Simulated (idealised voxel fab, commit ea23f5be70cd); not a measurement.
Process module under the name voxel ribs on slabs
This is section cut - it's 185 nm across, gridded in 5 nm square cells.
In what follows, cross-sections appear as grids of square cells, described through bands that run from the top down, where every band is one or more rows of cells. Quick guide to a band line: top height, bottom height (nm) up front; then every material left to right with its width in nm. Only one material and it's marked "full width"? Then it fills the band edge to edge. And "empty" just means empty space. It should be noted that heights are counted from 0, beneath which the wafer as supplied is of one material throughout, and that the lowest band possesses no lower boundary but continues downward, as written in "0..down". A width such as "30..40" changes by the same amount from each row of cells to the next, from the band's top row to its bottom row. Any step labelled "remained unchanged" changed none of the cells in the cross-section. The label "Voids, sealed" introduces a list of the empty spaces, 8 cells or larger, that have no open way up to the top; each entry in it reads width x height at distance, where the distance is taken from the left edge and all three are stated in nm. Note: text after step settings on the step line = simulator remark on that step. If you see "overlay nm" on a step's line and that step has a mask, it's telling you how far right of where it was planned the mask ended up; a negative number means it went left instead.
Listed below are the process steps as planned
1) RECEIVE: material Si
2) DIRECTIONAL_DEP: material SiO2, thk nm 30
3) DIRECTIONAL_DEP: material SiN, thk nm 15
4) DIRECTIONAL_DEP: material aC, thk nm 15
5) PATTERN: tone cover, mask id RIB, material resist, width nm 30, thk nm 35, overlay nm 0
6) DIRECTIONAL_ETCH: etch materials aC, depth nm 15
7) STRIP: etch materials resist
8) DIRECTIONAL_ETCH: etch materials SiN, depth nm 5
9) STRIP: etch materials aC
10) DIRECTIONAL_DEP: material aC, thk nm 10
11) PATTERN: tone cover, mask id SLAB, material resist, width nm 80, thk nm 30, overlay nm 0
12) DIRECTIONAL_ETCH: etch materials aC, depth nm 10
13) STRIP: etch materials resist
14) DIRECTIONAL_ETCH: etch materials SiN, depth nm 10
15) STRIP: etch materials aC
16) FILL_DEP: material SiO2, thk nm 15
17) CMP: height nm 55
18) DIRECTIONAL_DEP: material W, thk nm 10
19) MASKED_ETCH: tone cover, mask id HEATER, width nm 40, etch materials W, depth nm 10, overlay nm 0
20) CONFORMAL_DEP: material SiN, thk nm 10
First wafer out of two, processed as planned
Step 1 complete: cross-section of the wafer as received
* 0..down | Si full width
* Voids, sealed: none
After step 2, in cross-section
* 30..0 | SiO2 full width
* No changes below 0.
After step 3, in cross-section
* 45..30 | SiN full width
* No changes below 30.
After step 4, in cross-section
* 60..45 | aC full width
* No changes below 45.
After step 5, in cross-section
* 95..60 | empty: 75 / resist: 30 / empty: 80
* No changes below 60.
After step 6, in cross-section
* 80..60 | empty: 75 / resist: 30 / empty: 80
* 60..45 | empty: 75 / aC: 30 / empty: 80
* No changes below 45.
After step 7, in cross-section
* 60..45 | empty: 75 / aC: 30 / empty: 80
* No changes below 45.
After step 8, in cross-section
* 60..45 | empty: 75 / aC: 30 / empty: 80
* 45..40 | empty: 75 / SiN: 30 / empty: 80
* No changes below 40.
After step 9, in cross-section
* 45..40 | empty: 75 / SiN: 30 / empty: 80
* No changes below 40.
After step 10, in cross-section
* 55..50 | empty: 75 / aC: 30 / empty: 80
* 50..45 | aC full width
* 45..40 | aC: 75 / SiN: 30 / aC: 80
* No changes below 40.
After step 11, in cross-section
* 85..55 | empty: 50 / resist: 80 / empty: 55
* 55..50 | empty: 50 / resist: 25 / aC: 30 / resist: 25 / empty: 55
* No changes below 50.
After step 12, in cross-section
* 75..55 | empty: 50 / resist: 80 / empty: 55
* 55..50 | empty: 50 / resist: 25 / aC: 30 / resist: 25 / empty: 55
* 50..45 | empty: 50 / aC: 80 / empty: 55
* 45..40 | empty: 50 / aC: 25 / SiN: 30 / aC: 25 / empty: 55
* No changes below 40.
After step 13, in cross-section
* 55..45 | empty: 75..50 / aC: 30..80 / empty: 80..55
* No changes below 45.
After step 14, in cross-section
* 55..45 | empty: 75..50 / aC: 30..80 / empty: 80..55
* 45..40 | empty: 50 / aC: 25 / SiN: 30 / aC: 25 / empty: 55
* 40..30 | empty: 50 / SiN: 80 / empty: 55
* No changes below 30.
After step 15, in cross-section
* 45..40 | empty: 75 / SiN: 30 / empty: 80
* No changes below 40.
After step 16, in cross-section
* 60..45 | SiO2 full width
* 45..40 | SiO2: 75 / SiN: 30 / SiO2: 80
* 40..30 | SiO2: 50 / SiN: 80 / SiO2: 55
* No changes below 30.
After step 17, in cross-section
* 55..45 | SiO2 full width
* No changes below 45.
After step 18, in cross-section
* 65..55 | W full width
* No changes below 55.
After step 19, in cross-section
* 65..55 | empty: 70 / W: 40 / empty: 75
* No changes below 55.
After step 20, in cross-section
* 75..65 | empty: 60 / SiN: 60 / empty: 65
* 65..55 | SiN: 70 / W: 40 / SiN: 75
* No changes below 55.
Okay, second wafer. Nothing different at the start, nothing different in the plan, just one mistake somewhere in the running. As far as step 10, counting that step, it's the first wafer all over again
Second wafer shown in cross-section at the time step 11 was slated to end
* 85..55 | empty: 55 / resist: 80 / empty: 50
* 55..50 | empty: 55 / resist: 20 / aC: 30 / resist: 30 / empty: 50
* No changes below 50.
Second wafer shown in cross-section at the time step 12 was slated to end
* 75..55 | empty: 55 / resist: 80 / empty: 50
* 55..50 | empty: 55 / resist: 20 / aC: 30 / resist: 30 / empty: 50
* 50..45 | empty: 55 / aC: 80 / empty: 50
* 45..40 | empty: 55 / aC: 20 / SiN: 30 / aC: 30 / empty: 50
* No changes below 40.
Second wafer shown in cross-section at the time step 13 was slated to end
* 55..45 | empty: 75..55 / aC: 30..80 / empty: 80..50
* No changes below 45.
Second wafer shown in cross-section at the time step 14 was slated to end
* 55..45 | empty: 75..55 / aC: 30..80 / empty: 80..50
* 45..40 | empty: 55 / aC: 20 / SiN: 30 / aC: 30 / empty: 50
* 40..30 | empty: 55 / SiN: 80 / empty: 50
* No changes below 30.
Second wafer shown in cross-section at the time step 15 was slated to end
* 45..40 | empty: 75 / SiN: 30 / empty: 80
* No changes below 40.
Second wafer shown in cross-section at the time step 16 was slated to end
* 60..45 | SiO2 full width
* 45..40 | SiO2: 75 / SiN: 30 / SiO2: 80
* 40..30 | SiO2: 55 / SiN: 80 / SiO2: 50
* No changes below 30.
Second wafer shown in cross-section at the time step 17 was slated to end
* 55..45 | SiO2 full width
* No changes below 45.
Second wafer shown in cross-section at the time step 18 was slated to end
* 65..55 | W full width
* No changes below 55.
Second wafer shown in cross-section at the time step 19 was slated to end
* 65..55 | empty: 70 / W: 40 / empty: 75
* No changes below 55.
Second wafer shown in cross-section at the time step 20 was slated to end
* 75..65 | empty: 60 / SiN: 60 / empty: 65
* 65..55 | SiN: 70 / W: 40 / SiN: 75
* No changes below 55.
what went wrong: not per plan at step 11, really ran PATTERN: tone cover, mask id SLAB, material resist, width nm 80, thk nm 30, overlay nm 5
Heads up: at the end the two wafers have identical cell counts per material, they're just laid out differently.
